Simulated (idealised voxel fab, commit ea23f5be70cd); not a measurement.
Herein follows the process module entitled voxel ribs on slabs.
The figure presents cross-section cut, which has a width of 225 nm and is divided into square cells with an edge length of 5 nm.
In this document a cross-section is written as a grid of square cells. It is given as a series of bands, listed from the top down, and a band is one or more rows of cells. Per band: top height and bottom height in nm, followed by the left-to-right materials and their widths in nm; "all across" marks a single material spanning edge to edge, "blank" marks empty space. Measure heights from 0. That's the level where, below it, the as-received wafer is all one material. The lowest band is bottomless and extends downward; write it as in "0 nm and below". A two-number width, for instance "30..40", indicates that the width is equal to the first number in the top row of the band and to the second number in the bottom row, and that it changes by a constant amount per row of cells. "no modifications" for a step: no cell of the cross-section changed in that step. Empty spaces without an open route to the top, at least 8 cells in extent, make up the entry "Closed-off voids"; each is given as width x height at distance, where the distance is measured from the left edge, and all are in nm. On a step's line, text after the settings is the simulator commenting on that step. overlay nm: step with mask; distance mask lay right of planned place; negative value = left of planned place.
## Planned step list for the process
1: RECEIVE | material Si
2: DIRECTIONAL_DEP | material SiO2 | thk nm 30
3: DIRECTIONAL_DEP | material SiN | thk nm 25
4: PATTERN | tone cover | mask id RIB | material resist | width nm 20 | thk nm 20 | overlay nm 0
5: DIRECTIONAL_ETCH | etch materials SiN | depth nm 10
6: STRIP | etch materials resist
7: MASKED_ETCH | tone cover | mask id SLAB | width nm 80 | etch materials SiN | depth nm 15 | overlay nm 0
8: FILL_DEP | material SiO2 | thk nm 25
9: CMP | height nm 70
10: DIRECTIONAL_DEP | material TiN | thk nm 10
11: PATTERN | tone cover | mask id HEATER | material resist | width nm 30 | thk nm 15 | overlay nm 0
12: DIRECTIONAL_ETCH | etch materials TiN | depth nm 10
13: STRIP | etch materials resist
14: CONFORMAL_DEP | material SiO2 | thk nm 5
## Received-state cross-section, reflecting completion of step 1
* 0 nm and below  Si all across
* Closed-off voids: none
## Cross-section, end of module. Start: as above. Plan: as above. Execution: one mistake
* 85 nm to 80 nm  90 blank; 40 SiO2; 95 blank
* 80 nm to 75 nm  90 blank; 5 SiO2; 30 TiN; 5 SiO2; 95 blank
* 75 nm to 70 nm  95 SiO2; 30 TiN; 100 SiO2
* 70 nm to 55 nm  SiO2 all across
* 55 nm to 45 nm  95 SiO2; 30 SiN; 100 SiO2
* 45 nm to 30 nm  70 SiO2; 80 SiN; 75 SiO2
* 30 nm to 0 nm  SiO2 all across
* 0 nm and below  Si all across
* Closed-off voids: none
Heads up, the wafer didn't run the way we planned it: the process deviated at step 4: the operation and settings actually run there were PATTERN | tone cover | mask id RIB | material resist | width nm 30 | thk nm 20 | overlay nm 0
